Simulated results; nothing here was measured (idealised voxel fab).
Process module under the name voxel released beams
In the cross-section labelled cut, the width is 205 nm and each square cell is 5 nm.
Cross-section format: a grid of square cells, given as bands from top to bottom; each band is one or more rows of cells. Band: top height; bottom height; in nm. Then, left to right: material with width in nm, for each material. "full width": a single material spanning edge to edge. "blank": empty space. We count height from 0. Below that, the starting wafer is all one material. The lowest band never ends at the bottom but goes on down; see "0 -> down" for how that is written. A width such as "30->40" changes by the same amount from each row of cells to the next, from the band's top row to its bottom row. "everything unchanged" -> step changed no cross-section cell. "Closed internal cavities" means: voids of 8 cells or more that are shut off from the top with no open way through. Written width x height at distance, distance from the left edge, in nm. What comes after the settings on a step's line is commentary from the simulator itself on that step. overlay nm: where the mask lay relative to plan, measured to the right, on steps with a mask; negatives go left.
The process steps that were planned are listed below:
1: RECEIVE,material Si
2: CONFORMAL_DEP,material Al2O3,thk nm 10
3: DIRECTIONAL_DEP,material SiO2,thk nm 15
4: DIRECTIONAL_DEP,material aC,thk nm 10
5: PATTERN,tone open,mask id ANCHOR,material resist,width nm 30,thk nm 30,overlay nm 0
6: DIRECTIONAL_ETCH,etch materials aC,depth nm 10
7: STRIP,etch materials resist
8: DIRECTIONAL_ETCH,etch materials SiO2,depth nm 15
9: STRIP,etch materials aC
10: CONFORMAL_DEP,material SiN,thk nm 10
11: PATTERN,tone cover,mask id BEAM,material resist,width nm 100,thk nm 20,overlay nm 0
12: DIRECTIONAL_ETCH,etch materials SiN,depth nm 10
13: STRIP,etch materials resist
14: STRIP,etch materials SiO2
As-received wafer cross-section (after step 1):
- 0 -> down: Si full width
- Closed internal cavities: none
Below is the wafer in cross-section after the module was completed. It began from the starting point shown above and followed the plan shown above, except that one mistake was made while running it:
- 0 -> down: Si full width
- Closed internal cavities: none
The mistake made against the process plan was this: step 2 ran as: CONFORMAL_DEP,material SiO2,thk nm 10
